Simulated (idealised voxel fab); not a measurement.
process module | voxel transistor to metal
cross-section cut | 280 nm wide | cells 5 nm
A cross-section is a grid of square cells, given in bands from the top down. A band is one or more rows of cells.
Each band's line starts with the height of the band's top and of its bottom, in nm. Then come its materials from left to right, each with its width in nm. One material with "throughout" fills the band from edge to edge. "air" is empty space.
Height 0 is the level under which the wafer as received is all one material. The lowest band goes on downwards, as in "0 down".
A width such as "30 to 40" changes by the same amount from each row of cells to the next, from the band's top row to its bottom row.
"no change" after a step means that no cell of the cross-section changed.
closed voids: empty space of 8 cells or more with no open way to the top, each as width x height at its distance from the left edge, in nm
after a step's settings: what the simulator itself notes on the step
overlay nm, on a step with a mask: how far to the right of its planned place the mask lay; to the left if negative
plan
1 op RECEIVE | material Si
2 op OXIDIZE | depth nm 5
3 op CONFORMAL_DEP | material SiN | thk nm 10
4 op MASKED_ETCH | tone cover | mask id ACTIVE | width nm 110 | pitch nm 130 | etch materials SiN | depth nm 10 | overlay nm 0
5 op MASKED_ETCH | tone cover | mask id ACTIVE | width nm 110 | pitch nm 130 | etch materials SiO2 | depth nm 5 | overlay nm 0
6 op MASKED_ETCH | tone cover | mask id ACTIVE | width nm 110 | pitch nm 130 | etch materials Si | depth nm 35 | overlay nm 0
7 op FILL_DEP | material SiO2 | thk nm 5
8 op CMP | height nm 10
9 op SELECTIVE_ETCH | etch materials SiO2 | depth nm 5
10 op STRIP | etch materials SiN
11 op SELECTIVE_ETCH | etch materials SiO2 | depth nm 5
12 op OXIDIZE | depth nm 5
13 op DIRECTIONAL_DEP | material polySi | thk nm 20
14 op DIRECTIONAL_DEP | material SiCN | thk nm 15
15 op DIRECTIONAL_DEP | material aC | thk nm 10
16 op PATTERN | tone cover | mask id GATE | material resist | width nm 20 | pitch nm 130 | thk nm 30 | overlay nm 0
17 op DIRECTIONAL_ETCH | etch materials aC | depth nm 10
18 op STRIP | etch materials resist
19 op DIRECTIONAL_ETCH | etch materials SiCN | depth nm 25
20 op DIRECTIONAL_ETCH | etch materials polySi | depth nm 30
21 op STRIP | etch materials aC
22 op CONFORMAL_DEP | material SiO2 | thk nm 5
23 op DIRECTIONAL_ETCH | etch materials SiO2 | depth nm 5
24 op CONFORMAL_DEP | material SiN | thk nm 5
25 op DIRECTIONAL_ETCH | etch materials SiN | depth nm 5
26 op DIRECTIONAL_ETCH | etch materials SiO2 | depth nm 5
27 op DIRECTIONAL_ETCH | etch materials Si | depth nm 15
28 op EPI | material SiGe | thk nm 15
29 op FILL_DEP | material SiO2 | thk nm 10
30 op CMP | height nm 30
31 op DIRECTIONAL_DEP | material SiO2 | thk nm 15
32 op MASKED_ETCH | tone open | mask id CONTACT | width nm 15 | etch materials SiO2 | depth nm 40 | overlay nm 0
33 op CONFORMAL_DEP | material TiN | thk nm 5
34 op FILL_DEP | material Ru | thk nm 5
35 op CMP | height nm 45
36 op CONFORMAL_DEP | material SiN | thk nm 5
37 op DIRECTIONAL_DEP | material lowk | thk nm 15
38 op PATTERN | tone open | mask id METAL_1 | material resist | width nm 15 | thk nm 15 | overlay nm 0
39 op DIRECTIONAL_ETCH | etch materials lowk | depth nm 15
40 op DIRECTIONAL_ETCH | etch materials SiN | depth nm 5
41 op STRIP | etch materials resist
42 op CONFORMAL_DEP | material TiN | thk nm 5
43 op FILL_DEP | material W | thk nm 5
44 op CMP | height nm 65
45 op EPI | material Ru | thk nm 5
46 op FILL_DEP | material SiCN | thk nm 5
as received, after step 1
  0 down: Si throughout
  closed voids: none
a wafer at the end: this start, this plan, one mistake
  75 to 70: SiCN throughout
  70 to 65: SiCN 25 | Ru 30 | SiCN 45 | Ru 30 | SiCN 25 | Ru 30 | SiCN 45 | Ru 30 | SiCN 20
  65 to 50: lowk 30 | TiN 5 | W 10 | TiN 5 | lowk 55 | TiN 5 | W 10 | TiN 5 | lowk 35 | TiN 5 | W 10 | TiN 5 | lowk 55 | TiN 5 | W 10 | TiN 5 | lowk 25
  50 to 45: SiN 30 | TiN 20 | SiN 55 | TiN 20 | SiN 35 | TiN 20 | SiN 55 | TiN 20 | SiN 25
  45 to 30: SiO2 30 | TiN 5 | Ru 5 | TiN 5 | SiO2 60 | TiN 5 | Ru 5 | TiN 5 | SiO2 40 | TiN 5 | Ru 5 | TiN 5 | SiO2 60 | TiN 5 | Ru 5 | TiN 5 | SiO2 30
  30 to 15: SiO2 30 | TiN 5 | Ru 5 | TiN 5 | SiO2 10 | SiN 5 | SiO2 5 | SiCN 20 | SiO2 5 | SiN 5 | SiO2 10 | TiN 5 | Ru 5 | TiN 5 | SiO2 40 | TiN 5 | Ru 5 | TiN 5 | SiO2 10 | SiN 5 | SiO2 5 | SiCN 20 | SiO2 5 | SiN 5 | SiO2 10 | TiN 5 | Ru 5 | TiN 5 | SiO2 30
  15 to 10: SiO2 30 | TiN 5 | Ru 5 | TiN 5 | SiO2 10 | SiN 5 | SiO2 5 | polySi 20 | SiO2 5 | SiN 5 | SiO2 10 | TiN 5 | Ru 5 | TiN 5 | SiO2 40 | TiN 5 | Ru 5 | TiN 5 | SiO2 10 | SiN 5 | SiO2 5 | polySi 20 | SiO2 5 | SiN 5 | SiO2 10 | TiN 5 | Ru 5 | TiN 5 | SiO2 30
  10 to 5: SiO2 30 | TiN 15 | SiO2 10 | SiN 5 | SiO2 5 | polySi 20 | SiO2 5 | SiN 5 | SiO2 10 | TiN 15 | SiO2 40 | TiN 15 | SiO2 10 | SiN 5 | SiO2 5 | polySi 20 | SiO2 5 | SiN 5 | SiO2 10 | TiN 15 | SiO2 30
  5 to 0: SiO2 20 | SiGe 35 | SiN 5 | SiO2 5 | polySi 20 | SiO2 5 | SiN 5 | SiGe 35 | SiO2 20 | SiGe 35 | SiN 5 | SiO2 5 | polySi 20 | SiO2 5 | SiN 5 | SiGe 35 | SiO2 20
  0 to -5: SiO2 20 | SiN 5 | SiGe 30 | SiN 5 | SiO2 5 | polySi 20 | SiO2 5 | SiN 5 | SiGe 30 | SiN 5 | SiO2 20 | SiN 5 | SiGe 30 | SiN 5 | SiO2 5 | polySi 20 | SiO2 5 | SiN 5 | SiGe 30 | SiN 5 | SiO2 20
  -5 to -10: SiO2 25 | SiGe 30 | SiO2 40 | SiGe 30 | SiO2 30 | SiGe 30 | SiO2 40 | SiGe 30 | SiO2 25
  -10 to -25: SiO2 20 | Si 5 | SiGe 30 | Si 40 | SiGe 30 | Si 5 | SiO2 20 | Si 5 | SiGe 30 | Si 40 | SiGe 30 | Si 5 | SiO2 20
  -25 to -40: SiO2 20 | Si 110 | SiO2 20 | Si 110 | SiO2 20
  -40 down: Si throughout
  closed voids: none
what went wrong: step 38 ran as: op PATTERN | tone open | mask id METAL_1 | material resist | width nm 20 | thk nm 15 | overlay nm 0
